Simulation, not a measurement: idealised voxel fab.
The document below concerns the process module designated voxel local oxidation.
Square cells of 5 nm make up the cross-section cut, whose width is 265 nm.
Each cross-section below is a grid of square cells, stated as bands in top-down order, with one or more rows of cells making up each band. Band entry format. Leading values: height of top, height of bottom, nm. Remainder: materials in left-to-right order, each with its width in nm. Special words: "everywhere" on a single material, which then fills the band edge to edge; "air", empty space. The reference from which all heights are counted is 0, the level beneath which the as-received wafer is entirely one material; the lowest band, having no lower bound, proceeds downward and is written after the example "0 -> down". You'd read "30 to 40" like this: the band's top row of cells is as wide as the first number, its bottom row is as wide as the second, and going down, every row changes width by the same amount as the row before did. "no modifications" after a step means that no cell of the cross-section changed. For the entry "Unvented cavities", the listed items are empty spaces with no open way to the top whose size is 8 cells or more; each item follows the pattern width x height at distance, where distance is from the left edge and all three are in nm. It should be noted that, on the line of a given step, the content following the step's settings is a remark produced by the simulator itself with respect to that step. overlay nm: where the mask lay relative to plan, measured to the right, on steps with a mask; negatives go left.

These are the steps we planned for the process:
1,RECEIVE [material Si]
2,OXIDIZE [depth nm 5]
3,CONFORMAL_DEP [material SiN] [thk nm 15]
4,MASKED_ETCH [tone cover] [mask id ACTIVE] [width nm 105] [pitch nm 125] [etch materials SiN] [depth nm 15] [overlay nm 0]
5,SELECTIVE_ETCH [etch materials SiO2] [depth nm 5]
6,OXIDIZE [depth nm 15]
7,STRIP [etch materials SiN]

The first of a set of two wafers, run to plan:

Cross-section of the wafer upon arrival, representing the state reached after step 1:
0 -> down: Si everywhere
Unvented cavities: none

After step 2, in cross-section:
0 -> -5: SiO2 everywhere
Below -5 it's all the same as before, nothing changed down there.

After step 3, in cross-section:
15 -> 0: SiN everywhere
Below 0 it's all the same as before, nothing changed down there.

After step 4, in cross-section:
15 -> 0: air=15; SiN=105; air=20; SiN=105; air=20
Below 0 it's all the same as before, nothing changed down there.

After step 5, in cross-section:
15 -> 0: air=15; SiN=105; air=20; SiN=105; air=20
0 -> -5: air=20; SiO2=95; air=30; SiO2=95; air=25
Below -5 it's all the same as before, nothing changed down there.

After step 6, in cross-section:
15 -> 0: air=15; SiN=105; air=20; SiN=105; air=20
0 -> -5: air=20; SiO2=95; air=30; SiO2=95; air=25
-5 -> -20: SiO2=35; Si=65; SiO2=60; Si=65; SiO2=40
Below -20 it's all the same as before, nothing changed down there.

After step 7, in cross-section:
0 -> -5: air=20; SiO2=95; air=30; SiO2=95; air=25
Below -5 it's all the same as before, nothing changed down there.

Now the other wafer: same start, same recipe, but we messed up one thing when running it. Up to and including step 3 it's the same as the first one:

The second wafer in cross-section, at the planned close of step 4:
15 -> 0: air=20; SiN=105; air=20; SiN=105; air=15
Below 0 it's all the same as before, nothing changed down there.

The second wafer in cross-section, at the planned close of step 5:
15 -> 0: air=20; SiN=105; air=20; SiN=105; air=15
0 -> -5: air=25; SiO2=95; air=30; SiO2=95; air=20
Below -5 it's all the same as before, nothing changed down there.

The second wafer in cross-section, at the planned close of step 6:
15 -> 0: air=20; SiN=105; air=20; SiN=105; air=15
0 -> -5: air=25; SiO2=95; air=30; SiO2=95; air=20
-5 -> -20: SiO2=40; Si=65; SiO2=60; Si=65; SiO2=35
Below -20 it's all the same as before, nothing changed down there.

The second wafer in cross-section, at the planned close of step 7:
0 -> -5: air=25; SiO2=95; air=30; SiO2=95; air=20
Below -5 it's all the same as before, nothing changed down there.
Run error: note that step 4 departed from the planned setting and was carried out as MASKED_ETCH [tone cover] [mask id ACTIVE] [width nm 105] [pitch nm 125] [etch materials SiN] [depth nm 15] [overlay nm 5]
Both wafers, final: cells per material equal; arrangement not.
